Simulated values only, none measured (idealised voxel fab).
The process module that follows is named voxel capacitor over wiring.
It is cross-section cut that appears here, measuring 265 nm in width, its square cells being 5 nm in size.
When this document writes out a cross-section, it uses a grid of square cells and lists it as bands, beginning at the top and moving down, with a band standing for one or more rows of cells. A band entry consists of two parts. The first gives the height of the band's top and the height of its bottom, in nm. The rest lists the band's materials from left to right, each with its width in nm. A single material labelled with the word "throughout" fills the band from edge to edge, and the word "empty" marks empty space. It should be noted that heights are counted from 0, beneath which the wafer as supplied is of one material throughout, and that the lowest band possesses no lower boundary but continues downward, as written in "0 -> down". Top row gets the first number, bottom row gets the second, and each row in between changes by the same step: that is how a band width like "30..40" works. Take "all unchanged" at face value: in the step it is given for, the cross-section changed in none of its cells. "Closed void list" contains a list of empty spaces, each no smaller than 8 cells and without an open way to the top, written in the form width x height at distance with the distance from the left edge and all three in nm. Note: text after step settings on the step line = simulator remark on that step. "overlay nm", when on a step's line for a step with a mask, measures how far to the right of its planned place the mask lay; a negative measure means to the left.
-- The process steps that were planned are listed below
1. RECEIVE [material Si]
2. CONFORMAL_DEP [material SiO2] [thk nm 15]
3. CONFORMAL_DEP [material SiN] [thk nm 5]
4. DIRECTIONAL_DEP [material lowk] [thk nm 25]
5. PATTERN [tone open] [mask id METAL_1] [material resist] [width nm 30] [pitch nm 85] [thk nm 15] [overlay nm 0]
6. DIRECTIONAL_ETCH [etch materials lowk] [depth nm 25]
7. DIRECTIONAL_ETCH [etch materials SiN] [depth nm 5]
8. STRIP [etch materials resist]
9. CONFORMAL_DEP [material TiN] [thk nm 5]
10. FILL_DEP [material W] [thk nm 10]
11. CMP [height nm 45]
12. EPI [material Ru] [thk nm 5]
13. FILL_DEP [material SiCN] [thk nm 5]
14. DIRECTIONAL_DEP [material lowk] [thk nm 20]
15. MASKED_ETCH [tone open] [mask id PLUG_1] [width nm 15] [etch materials lowk] [depth nm 20] [overlay nm 0]
16. MASKED_ETCH [tone open] [mask id PLUG_1] [width nm 15] [etch materials SiCN] [depth nm 5] [overlay nm 0]
17. CONFORMAL_DEP [material TiN] [thk nm 5]
18. FILL_DEP [material Cu] [thk nm 5]
19. CMP [height nm 75]
20. DIRECTIONAL_DEP [material TiN] [thk nm 10]
21. DIRECTIONAL_DEP [material HfO2] [thk nm 5]
22. DIRECTIONAL_DEP [material TiN] [thk nm 5]
23. DIRECTIONAL_DEP [material aC] [thk nm 15]
24. PATTERN [tone cover] [mask id UPPER_PLATE] [material resist] [width nm 60] [thk nm 35] [overlay nm 0]
25. DIRECTIONAL_ETCH [etch materials aC] [depth nm 15]
26. STRIP [etch materials resist]
27. DIRECTIONAL_ETCH [etch materials TiN] [depth nm 5]
28. DIRECTIONAL_ETCH [etch materials HfO2] [depth nm 5]
29. STRIP [etch materials aC]
30. MASKED_ETCH [tone cover] [mask id LOWER_PLATE] [width nm 70] [etch materials TiN] [depth nm 10] [overlay nm 0]
31. FILL_DEP [material SiO2] [thk nm 15]
32. CMP [height nm 105]
33. PATTERN [tone open] [mask id PLUG_2] [material resist] [width nm 15] [thk nm 15] [overlay nm 0]
34. DIRECTIONAL_ETCH [etch materials SiO2] [depth nm 10]
35. STRIP [etch materials resist]
36. CONFORMAL_DEP [material TiN] [thk nm 5]
37. FILL_DEP [material Ru] [thk nm 5]
38. CMP [height nm 105]
39. CONFORMAL_DEP [material SiCN] [thk nm 5]
-- Cross-section of the wafer at receipt, which is the condition after step 1
- 0 -> down = Si throughout
- Closed void list: none
-- As-planned run: cross-section of the first of two wafers at end of module
- 110 -> 105 = SiCN throughout
- 105 -> 100 = SiO2: 100  TiN: 5  Ru: 5  TiN: 5  SiO2: 150
- 100 -> 90 = SiO2: 100..90  TiN: 15..60  SiO2: 150..115
- 90 -> 85 = SiO2: 90  HfO2: 60  SiO2: 115
- 85 -> 75 = SiO2: 85  TiN: 70  SiO2: 110
- 75 -> 55 = lowk: 90  TiN: 5  Cu: 5  TiN: 5  lowk: 160
- 55 -> 50 = SiCN: 90  TiN: 15  SiCN: 160
- 50 -> 45 = SiCN: 70  Ru: 40  SiCN: 45  Ru: 40  SiCN: 70
- 45 -> 20 = lowk: 75  TiN: 5  W: 20  TiN: 5  lowk: 55  TiN: 5  W: 20  TiN: 5  lowk: 75
- 20 -> 15 = SiN: 75  TiN: 30  SiN: 55  TiN: 30  SiN: 75
- 15 -> 0 = SiO2 throughout
- 0 -> down = Si throughout
- Closed void list: none
-- second wafer at the end: like start, like plan, one mistake
- 110 -> 105 = SiCN throughout
- 105 -> 100 = SiO2: 100  TiN: 5  Ru: 5  TiN: 5  SiO2: 150
- 100 -> 90 = SiO2: 100..90  TiN: 15..60  SiO2: 150..115
- 90 -> 85 = SiO2: 90  HfO2: 60  SiO2: 115
- 85 -> 75 = SiO2: 85  TiN: 70  SiO2: 110
- 75 -> 55 = lowk: 90  TiN: 5  Cu: 5  TiN: 5  lowk: 160
- 55 -> 50 = SiCN: 90  TiN: 15  SiCN: 160
- 50 -> 45 = SiCN: 70  Ru: 40  SiCN: 45  Ru: 40  SiCN: 70
- 45 -> 35 = lowk: 75  TiN: 5  W: 20  TiN: 5  lowk: 55  TiN: 5  W: 20  TiN: 5  lowk: 75
- 35 -> 30 = SiN: 75  TiN: 30  SiN: 55  TiN: 30  SiN: 75
- 30 -> 0 = SiO2 throughout
- 0 -> down = Si throughout
- Closed void list: none
Against the plan, the run slipped here: step 2 of the plan was carried out twice
The final cell counts differ between the wafers, with the second having more or fewer of some materials than the first: 159 more of SiO2 | 12 fewer of TiN | 24 fewer of W | 123 fewer of lowk
